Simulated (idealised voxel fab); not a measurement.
The name of this process module is voxel fin reveal.
The figure presents cross-section cut, which has a width of 275 nm and is divided into square cells with an edge length of 5 nm.
Throughout this document, each cross-section is represented as a grid of square cells and is presented as a sequence of bands enumerated from the top downward, where a band comprises one or more rows of cells.
The entry gives the band's vertical extent as a top height and a bottom height in nm, then its horizontal make-up as materials from left to right, each with a width in nm. "blank" stands for empty space; a single material marked "everywhere" fills the band edge to edge.
Counting heights begins at 0, where everything beneath is, in the wafer as received, one material. The lowest band has no bottom; it goes on downwards, as "z 0 and below" shows.
With a width like "30..40", each row of cells in the band differs from the next by the same amount, the top row carrying the first number and the bottom row the second.
What does "nothing different" mean for a step? It means no cell of the cross-section changed in that step.
"Enclosed internal voids" means: voids of 8 cells or more that are shut off from the top with no open way through. Written width x height at distance, distance from the left edge, in nm.
Whatever follows a step's settings on its line is a remark the simulator itself makes about that step.
overlay nm: for a step with a mask, the amount by which the mask lay right of where it was planned; a negative amount means left of it.
## Process steps foreseen in the plan
| 1 | RECEIVE with material Si |
| 2 | CONFORMAL_DEP with material SiN, thk nm 10 |
| 3 | MASKED_ETCH with tone cover, mask id FINS, width nm 15, pitch nm 45, etch materials SiN, depth nm 10, overlay nm 0 |
| 4 | MASKED_ETCH with tone cover, mask id FINS, width nm 15, pitch nm 45, etch materials Si, depth nm 35, overlay nm 0 |
| 5 | OXIDIZE with depth nm 5 |
| 6 | FILL_DEP with material SiO2, thk nm 15 |
| 7 | CMP with height nm 10 |
| 8 | SELECTIVE_ETCH with etch materials SiO2, depth nm 20 |
| 9 | STRIP with etch materials SiN |
## Wafer at receipt (post step 1), cross-section
z 0 and below  Si everywhere
Enclosed internal voids: none
## The first of the two wafers as seen in cross-section once the module was finished; processing followed the plan
z 0 to -10  blank=65; Si=5; blank=40; Si=5; blank=40; Si=5; blank=40; Si=5; blank=70
z -10 to -40  SiO2=65; Si=5; SiO2=40; Si=5; SiO2=40; Si=5; SiO2=40; Si=5; SiO2=70
z -40 and below  Si everywhere
Enclosed internal voids: none
## Cross-section, second wafer: same start as the first, same plan as the first, one mistake in running it; taken at the end of the module
z 0 to -10  blank=60; Si=15; blank=30; Si=15; blank=30; Si=15; blank=30; Si=15; blank=65
z -10 to -40  SiO2=60; Si=15; SiO2=30; Si=15; SiO2=30; Si=15; SiO2=30; Si=15; SiO2=65
z -40 and below  Si everywhere
Enclosed internal voids: none
Plan not followed: step 3: run off-plan, actual operation and settings MASKED_ETCH with tone cover, mask id FINS, width nm 25, pitch nm 45, etch materials SiN, depth nm 10, overlay nm 0
Final cells, second wafer relative to first, materials higher or lower: +64 Si; -48 SiO2
